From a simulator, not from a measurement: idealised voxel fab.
process module | voxel tone inversion
cross-section cut | 180 nm wide | cells 5 nm
A cross-section is a grid of square cells, given in bands from the top down. A band is one or more rows of cells.
Each band's line starts with the height of the band's top and of its bottom, in nm. Then come its materials from left to right, each with its width in nm. One material with "throughout" fills the band from edge to edge. "air" is empty space.
Height 0 is the level under which the wafer as received is all one material. The lowest band goes on downwards, as in "0 down".
A width such as "30 to 40" changes by the same amount from each row of cells to the next, from the band's top row to its bottom row.
"no change" after a step means that no cell of the cross-section changed.
closed voids: empty space of 8 cells or more with no open way to the top, each as width x height at its distance from the left edge, in nm
after a step's settings: what the simulator itself notes on the step
overlay nm, on a step with a mask: how far to the right of its planned place the mask lay; to the left if negative
plan
1 op RECEIVE | material Si
2 op CONFORMAL_DEP | material SiCN | thk nm 5
3 op DIRECTIONAL_DEP | material aC | thk nm 15
4 op PATTERN | tone cover | mask id POSTS | material resist | width nm 15 | pitch nm 35 | thk nm 20 | overlay nm 0
5 op DIRECTIONAL_ETCH | etch materials aC | depth nm 15
6 op STRIP | etch materials resist
7 op FILL_DEP | material SiO2 | thk nm 10
8 op CMP | height nm 20
9 op STRIP | etch materials aC
10 op CONFORMAL_DEP | material TiN | thk nm 5
11 op FILL_DEP | material Ru | thk nm 5
12 op CMP | height nm 20
13 op CONFORMAL_DEP | material SiCN | thk nm 5
as received, after step 1
  0 down: Si throughout
  closed voids: none
first wafer at the end, as planned
  25 to 20: SiCN throughout
  20 to 10: SiO2 45 | TiN 5 | Ru 5 | TiN 5 | SiO2 20 | TiN 5 | Ru 5 | TiN 5 | SiO2 20 | TiN 5 | Ru 5 | TiN 5 | SiO2 50
  10 to 5: SiO2 45 | TiN 15 | SiO2 20 | TiN 15 | SiO2 20 | TiN 15 | SiO2 50
  5 to 0: SiCN throughout
  0 down: Si throughout
  closed voids: none
second wafer at the end: like start, like plan, one mistake
  25 to 20: SiCN throughout
  20 to 15: SiO2 throughout
  15 to 0: SiO2 45 | aC 15 | SiO2 20 | aC 15 | SiO2 20 | aC 15 | SiO2 50
  0 down: Si throughout
  closed voids: none
what went wrong: step 2 was left out
at the end the second wafer has, in cells: 6 fewer of Ru | 36 fewer of SiCN | 36 more of SiO2 | 21 fewer of TiN | 27 more of aC
